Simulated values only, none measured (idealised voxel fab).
The following is a process module called voxel self aligned contacts.
Xsec cut, 225 nm wide, square cell size 5 nm.
Cross-section format: a grid of square cells, given as bands from top to bottom; each band is one or more rows of cells. Band: top height; bottom height; in nm. Then, left to right: material with width in nm, for each material. "everywhere": a single material spanning edge to edge. "empty": empty space. Measure heights from 0. That's the level where, below it, the as-received wafer is all one material. The lowest band is bottomless and extends downward; write it as in "0 down". So if you see something like "30->40" for the width, read it as the top row of the band sitting at the first number and the bottom row at the second, with every row in between moving by the same amount as the last. What does "no modifications" mean for a step? It means no cell of the cross-section changed in that step. Empty spaces without an open route to the top, at least 8 cells in extent, make up the entry "Sealed internal voids"; each is given as width x height at distance, where the distance is measured from the left edge, and all are in nm. Heads up: the bit after the settings on a step's line is the simulator's remark on that step. What "overlay nm" on a step's line means: if the step has a mask, that mask lay this far to the right of its planned place, or, when the value is negative, to the left.

Planned step list for the process:
1,RECEIVE, material Si
2,OXIDIZE, depth nm 5
3,DIRECTIONAL_DEP, material polySi, thk nm 25
4,DIRECTIONAL_DEP, material SiN, thk nm 25
5,DIRECTIONAL_DEP, material aC, thk nm 10
6,PATTERN, tone cover, mask id GATE, material resist, width nm 35, pitch nm 80, thk nm 25, overlay nm 0
7,DIRECTIONAL_ETCH, etch materials aC, depth nm 10
8,STRIP, etch materials resist
9,DIRECTIONAL_ETCH, etch materials SiN, depth nm 25
10,DIRECTIONAL_ETCH, etch materials polySi, depth nm 25
11,STRIP, etch materials aC
12,CONFORMAL_DEP, material SiN, thk nm 10
13,DIRECTIONAL_ETCH, etch materials SiN, depth nm 10
14,FILL_DEP, material SiO2, thk nm 15
15,CMP, height nm 60
16,MASKED_ETCH, tone open, mask id CONTACT, width nm 65, pitch nm 80, etch materials SiO2, depth nm 65, overlay nm 0
17,CONFORMAL_DEP, material TiN, thk nm 5
18,FILL_DEP, material W, thk nm 10
19,CMP, height nm 60
20,CONFORMAL_DEP, material SiCN, thk nm 5

Step 1 complete: cross-section of the wafer as received:
* 0 down: Si everywhere
* Sealed internal voids: none

Cross-sectional image of the first of two wafers at the end of the module, the run having proceeded as planned:
* 65 to 60: SiCN everywhere
* 60 to 50: SiO2 40 | TiN 5->25 | W 55->15 | TiN 5->25 | SiO2 15 | TiN 5->25 | W 55->15 | TiN 5->25 | SiO2 40
* 50 to 25: SiO2 5 | SiN 55 | TiN 5 | W 15 | TiN 5 | SiN 55 | TiN 5 | W 15 | TiN 5 | SiN 55 | SiO2 5
* 25 to 0: SiO2 5 | SiN 10 | polySi 35 | SiN 10 | TiN 5 | W 15 | TiN 5 | SiN 10 | polySi 35 | SiN 10 | TiN 5 | W 15 | TiN 5 | SiN 10 | polySi 35 | SiN 10 | SiO2 5
* 0 to -5: SiO2 60 | TiN 25 | SiO2 55 | TiN 25 | SiO2 60
* -5 down: Si everywhere
* Sealed internal voids: none

Second wafer of the two, sectioned at the end of the module. It began like the first and followed the same plan, but one mistake was made while running it:
* 65 to 60: SiCN everywhere
* 60 to 55: SiO2 40 | TiN 25 | W 15 | TiN 25 | SiO2 15 | TiN 25 | W 15 | TiN 25 | SiO2 40
* 55 to 25: SiO2 5 | SiN 55 | TiN 5 | W 15 | TiN 5 | SiN 55 | TiN 5 | W 15 | TiN 5 | SiN 55 | SiO2 5
* 25 to 10: SiO2 5 | SiN 10 | polySi 35 | SiN 10 | TiN 5 | W 15 | TiN 5 | SiN 10 | polySi 35 | SiN 10 | TiN 5 | W 15 | TiN 5 | SiN 10 | polySi 35 | SiN 10 | SiO2 5
* 10 to 5: SiO2 5 | SiN 10 | polySi 35 | SiN 10 | TiN 25 | SiN 10 | polySi 35 | SiN 10 | TiN 25 | SiN 10 | polySi 35 | SiN 10 | SiO2 5
* 5 to 0: SiN 15 | polySi 35 | SiN 45 | polySi 35 | SiN 45 | polySi 35 | SiN 15
* 0 to -5: SiO2 everywhere
* -5 down: Si everywhere
* Sealed internal voids: none
Where did the run depart from the plan? off-plan run, step 13, actual operation and settings DIRECTIONAL_ETCH, etch materials SiN, depth nm 5
Final difference in cells, second wafer against first, listed per material as more or fewer: SiN +45, SiO2 -9, TiN -8, W -28
